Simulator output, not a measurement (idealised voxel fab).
process module | voxel wiring stack
cross-section cut | 225 nm wide | cells 5 nm
A cross-section is a grid of square cells, given in bands from the top down. A band is one or more rows of cells.
Each band's line starts with the height of the band's top and of its bottom, in nm. Then come its materials from left to right, each with its width in nm. One material with "throughout" fills the band from edge to edge. "air" is empty space.
Height 0 is the level under which the wafer as received is all one material. The lowest band goes on downwards, as in "0 down".
A width such as "30 to 40" changes by the same amount from each row of cells to the next, from the band's top row to its bottom row.
"no change" after a step means that no cell of the cross-section changed.
closed voids: empty space of 8 cells or more with no open way to the top, each as width x height at its distance from the left edge, in nm
after a step's settings: what the simulator itself notes on the step
overlay nm, on a step with a mask: how far to the right of its planned place the mask lay; to the left if negative
plan
1 op RECEIVE | material Si
2 op CONFORMAL_DEP | material SiO2 | thk nm 15
3 op DIRECTIONAL_DEP | material TiN | thk nm 5
4 op DIRECTIONAL_DEP | material Ru | thk nm 25
5 op PATTERN | tone cover | mask id METAL_1 | material resist | width nm 25 | pitch nm 40 | thk nm 20 | overlay nm 0
6 op DIRECTIONAL_ETCH | etch materials Ru | depth nm 25
7 op DIRECTIONAL_ETCH | etch materials TiN | depth nm 5
8 op STRIP | etch materials resist
9 op FILL_DEP | material SiO2 | thk nm 5
10 op CMP | height nm 45
11 op CONFORMAL_DEP | material SiCN | thk nm 5
12 op DIRECTIONAL_DEP | material SiO2 | thk nm 30
13 op PATTERN | tone open | mask id METAL_2_HOLES | material resist | width nm 15 | pitch nm 40 | thk nm 15 | overlay nm 0
14 op DIRECTIONAL_ETCH | etch materials SiO2 | depth nm 30
15 op STRIP | etch materials resist
16 op DIRECTIONAL_DEP | material aC | thk nm 15
17 op PATTERN | tone open | mask id METAL_2 | material resist | width nm 25 | pitch nm 40 | thk nm 35 | overlay nm 0
18 op DIRECTIONAL_ETCH | etch materials aC | depth nm 15
19 op STRIP | etch materials resist
20 op DIRECTIONAL_ETCH | etch materials SiO2 | depth nm 20
21 op DIRECTIONAL_ETCH | etch materials SiCN | depth nm 5
22 op STRIP | etch materials aC
23 op CONFORMAL_DEP | material TiN | thk nm 5
24 op FILL_DEP | material Ru | thk nm 10
25 op CMP | height nm 80
26 op CONFORMAL_DEP | material SiCN | thk nm 5
27 op DIRECTIONAL_DEP | material SiO2 | thk nm 35
28 op MASKED_ETCH | tone open | mask id METAL_3_HOLES | width nm 15 | etch materials SiO2 | depth nm 35 | overlay nm -15
29 op DIRECTIONAL_DEP | material aC | thk nm 10
30 op PATTERN | tone open | mask id METAL_3 | material resist | width nm 25 | pitch nm 40 | thk nm 25 | overlay nm 0
31 op DIRECTIONAL_ETCH | etch materials aC | depth nm 10
32 op STRIP | etch materials resist
33 op DIRECTIONAL_ETCH | etch materials SiO2 | depth nm 20
34 op DIRECTIONAL_ETCH | etch materials SiCN | depth nm 5
35 op STRIP | etch materials aC
36 op CONFORMAL_DEP | material TiN | thk nm 5
37 op FILL_DEP | material Cu | thk nm 10
38 op CMP | height nm 120
39 op CONFORMAL_DEP | material SiCN | thk nm 5
40 op DIRECTIONAL_DEP | material SiO2 | thk nm 25
41 op PATTERN | tone open | mask id METAL_4_HOLES | material resist | width nm 15 | thk nm 15 | overlay nm 0
42 op DIRECTIONAL_ETCH | etch materials SiO2 | depth nm 25
43 op STRIP | etch materials resist
44 op MASKED_ETCH | tone open | mask id METAL_4 | width nm 25 | pitch nm 40 | etch materials SiO2 | depth nm 15 | overlay nm 0
45 op MASKED_ETCH | tone open | mask id METAL_4 | width nm 25 | pitch nm 40 | etch materials SiCN | depth nm 5 | overlay nm 0
46 op CONFORMAL_DEP | material TiN | thk nm 5
47 op FILL_DEP | material Ru | thk nm 10
48 op CMP | height nm 150
49 op CONFORMAL_DEP | material SiN | thk nm 5
varied across the wafers: overlay nm of step 28. The plan shows the first wafer's value. All wafers start alike
first wafer as received, after step 1
  0 down: Si throughout
  closed voids: none
each wafer at the end: cells of each material gained (+) or lost (-) since it was received, then its closed voids
overlay nm -15 | +30 Cu | +89 Ru | +126 SiCN | +45 SiN | +1006 SiO2 | +99 TiN | closed voids: none
overlay nm -10 | +27 Cu | +89 Ru | +125 SiCN | +45 SiN | +1010 SiO2 | +99 TiN | closed voids: none
overlay nm -5 | +24 Cu | +89 Ru | +124 SiCN | +45 SiN | +1014 SiO2 | +99 TiN | closed voids: none
overlay nm 0 | +22 Cu | +89 Ru | +123 SiCN | +45 SiN | +1018 SiO2 | +98 TiN | closed voids: none
overlay nm 5 | +22 Cu | +89 Ru | +123 SiCN | +45 SiN | +1018 SiO2 | +98 TiN | closed voids: none
overlay nm 10 | +22 Cu | +89 Ru | +123 SiCN | +45 SiN | +1018 SiO2 | +98 TiN | closed voids: none
overlay nm 15 | +24 Cu | +89 Ru | +124 SiCN | +45 SiN | +1014 SiO2 | +99 TiN | closed voids: none
